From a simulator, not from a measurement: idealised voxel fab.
process module | voxel capacitor over wiring
cross-section cut | 215 nm wide | cells 5 nm
A cross-section is a grid of square cells, given in bands from the top down. A band is one or more rows of cells.
Each band's line starts with the height of the band's top and of its bottom, in nm. Then come its materials from left to right, each with its width in nm. One material with "throughout" fills the band from edge to edge. "air" is empty space.
Height 0 is the level under which the wafer as received is all one material. The lowest band goes on downwards, as in "0 down".
A width such as "30 to 40" changes by the same amount from each row of cells to the next, from the band's top row to its bottom row.
"no change" after a step means that no cell of the cross-section changed.
closed voids: empty space of 8 cells or more with no open way to the top, each as width x height at its distance from the left edge, in nm
after a step's settings: what the simulator itself notes on the step
overlay nm, on a step with a mask: how far to the right of its planned place the mask lay; to the left if negative
plan
1 op RECEIVE | material Si
2 op CONFORMAL_DEP | material SiO2 | thk nm 10
3 op DIRECTIONAL_DEP | material TiN | thk nm 5
4 op DIRECTIONAL_DEP | material Ru | thk nm 20
5 op DIRECTIONAL_DEP | material aC | thk nm 15
6 op PATTERN | tone cover | mask id METAL_1 | material resist | width nm 30 | pitch nm 95 | thk nm 30 | overlay nm 0
7 op DIRECTIONAL_ETCH | etch materials aC | depth nm 15
8 op STRIP | etch materials resist
9 op DIRECTIONAL_ETCH | etch materials Ru | depth nm 20
10 op DIRECTIONAL_ETCH | etch materials TiN | depth nm 5
11 op STRIP | etch materials aC
12 op CONFORMAL_DEP | material SiN | thk nm 5
13 op FILL_DEP | material lowk | thk nm 10
14 op CMP | height nm 35
15 op CONFORMAL_DEP | material SiCN | thk nm 5
16 op DIRECTIONAL_DEP | material SiO2 | thk nm 20
17 op MASKED_ETCH | tone open | mask id PLUG_1 | width nm 15 | etch materials SiO2 | depth nm 20 | overlay nm 0
18 op MASKED_ETCH | tone open | mask id PLUG_1 | width nm 15 | etch materials SiCN | depth nm 5 | overlay nm 0
19 op CONFORMAL_DEP | material TiN | thk nm 5
20 op FILL_DEP | material Ru | thk nm 5
21 op CMP | height nm 60
22 op DIRECTIONAL_DEP | material TiN | thk nm 5
23 op DIRECTIONAL_DEP | material HfO2 | thk nm 5
24 op DIRECTIONAL_DEP | material TiN | thk nm 5
25 op PATTERN | tone cover | mask id UPPER_PLATE | material resist | width nm 70 | thk nm 15 | overlay nm 0
26 op DIRECTIONAL_ETCH | etch materials TiN | depth nm 5
27 op DIRECTIONAL_ETCH | etch materials HfO2 | depth nm 5
28 op STRIP | etch materials resist
29 op PATTERN | tone cover | mask id LOWER_PLATE | material resist | width nm 80 | thk nm 20 | overlay nm 0
30 op DIRECTIONAL_ETCH | etch materials TiN | depth nm 5
31 op STRIP | etch materials resist
32 op FILL_DEP | material SiO2 | thk nm 20
33 op CMP | height nm 90
34 op PATTERN | tone open | mask id PLUG_2 | material resist | width nm 15 | thk nm 20 | overlay nm 0
35 op DIRECTIONAL_ETCH | etch materials SiO2 | depth nm 15
36 op STRIP | etch materials resist
37 op CONFORMAL_DEP | material TiN | thk nm 5
38 op FILL_DEP | material Cu | thk nm 10
39 op CMP | height nm 90
40 op CONFORMAL_DEP | material SiCN | thk nm 5
as received, after step 1
  0 down: Si throughout
  closed voids: none
first wafer at the end, as planned
  95 to 90: SiCN throughout
  90 to 80: SiO2 70 | TiN 5 | Cu 5 | TiN 5 | SiO2 130
  80 to 70: SiO2 70 to 60 | TiN 15 to 70 | SiO2 130 to 85
  70 to 65: SiO2 60 | HfO2 70 | SiO2 85
  65 to 60: SiO2 55 | TiN 80 | SiO2 80
  60 to 40: SiO2 60 | TiN 5 | Ru 5 | TiN 5 | SiO2 140
  40 to 35: SiCN 60 | TiN 15 | SiCN 140
  35 to 15: lowk 40 | SiN 5 | Ru 30 | SiN 5 | lowk 55 | SiN 5 | Ru 30 | SiN 5 | lowk 40
  15 to 10: SiN 45 | TiN 30 | SiN 65 | TiN 30 | SiN 45
  10 to 0: SiO2 throughout
  0 down: Si throughout
  closed voids: none
second wafer at the end: like start, like plan, one mistake
  95 to 90: SiCN throughout
  90 to 80: SiO2 70 | TiN 5 | Cu 5 | TiN 5 | SiO2 130
  80 to 70: SiO2 70 to 60 | TiN 15 to 70 | SiO2 130 to 85
  70 to 65: SiO2 60 | HfO2 70 | SiO2 85
  65 to 60: SiO2 55 | TiN 80 | SiO2 80
  60 to 55: SiCN 60 | TiN 15 | SiCN 140
  55 to 35: SiO2 throughout
  35 to 15: lowk 40 | SiN 5 | Ru 30 | SiN 5 | lowk 55 | SiN 5 | Ru 30 | SiN 5 | lowk 40
  15 to 10: SiN 45 | TiN 30 | SiN 65 | TiN 30 | SiN 45
  10 to 0: SiO2 throughout
  0 down: Si throughout
  closed voids: none
what went wrong: steps 15 and 16 were swapped
at the end the second wafer has, in cells: 4 fewer of Ru | 12 more of SiO2 | 8 fewer of TiN
